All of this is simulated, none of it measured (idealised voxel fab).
You're looking at the process module voxel released beams.
cross-section cut | 200 nm wide | cells 5 nm
Heads up, the way a cross-section reads in here is a grid of square cells, handed over as bands from the top down, with every band being one or more rows of cells. Top, bottom (nm), then materials left to right with widths (nm); lone material tagged "edge to edge" fills the whole band edge to edge; "blank" = empty space. Basically, 0 is our baseline, since under it the wafer straight out of the box is all one material. The bottom band has no lower end and keeps on going down, so it looks like "z 0 and below". So if you see something like "30->40" for the width, read it as the top row of the band sitting at the first number and the bottom row at the second, with every row in between moving by the same amount as the last. Any step labelled "no modifications" changed none of the cells in the cross-section. Fully closed voids: empty space of 8 cells or more with no open way to the top, each as width x height at its distance from the left edge, in nm. On a step's line, text after the settings is the simulator commenting on that step. For masked steps, "overlay nm" on the step line gives how far right of plan the mask actually lay; a minus sign means it lay to the left.

THE PROCESS STEPS THAT WERE PLANNED ARE LISTED BELOW
1. RECEIVE,material Si
2. CONFORMAL_DEP,material SiN,thk nm 5
3. DIRECTIONAL_DEP,material SiO2,thk nm 20
4. DIRECTIONAL_DEP,material aC,thk nm 15
5. PATTERN,tone open,mask id ANCHOR,material resist,width nm 35,thk nm 30,overlay nm 0
6. DIRECTIONAL_ETCH,etch materials aC,depth nm 15
7. STRIP,etch materials resist
8. DIRECTIONAL_ETCH,etch materials SiO2,depth nm 20
9. STRIP,etch materials aC
10. CONFORMAL_DEP,material TiN,thk nm 15
11. PATTERN,tone cover,mask id BEAM,material resist,width nm 80,thk nm 20,overlay nm 0
12. DIRECTIONAL_ETCH,etch materials TiN,depth nm 15
13. STRIP,etch materials resist
14. STRIP,etch materials SiO2

CROSS-SECTION OF THE INCOMING WAFER, STATE AFTER STEP 1
  z 0 and below: Si edge to edge
  Fully closed voids: none

THE FIRST OF TWO WAFERS, CROSS-SECTIONED AT THE END OF THE MODULE, WITH THE RUN PROCEEDING AS PLANNED
  z 40 to 25: 55 blank / 20 TiN / 5 blank / 55 TiN / 65 blank
  z 25 to 20: 60 blank / 15 TiN / 5 blank / 15 TiN / 105 blank
  z 20 to 5: 60 blank / 35 TiN / 105 blank
  z 5 to 0: SiN edge to edge
  z 0 and below: Si edge to edge
  Fully closed voids: none

HERE IS THE SECOND OF THE TWO WAFERS CUT OPEN AT THE END OF THE MODULE - SAME START, SAME PLAN AS THE FIRST ONE, BUT WE MADE ONE MISTAKE RUNNING IT
  z 55 to 40: 55 blank / 80 TiN / 65 blank
  z 40 to 25: TiN edge to edge
  z 25 to 5: 60 SiO2 / 35 TiN / 105 SiO2
  z 5 to 0: SiN edge to edge
  z 0 and below: Si edge to edge
  Fully closed voids: none
Against the plan, the run slipped here: execution of plan step 10 occurred twice
At the finish, the second wafer shows more or fewer cells for some materials than the first does: SiO2 +132 | TiN +124
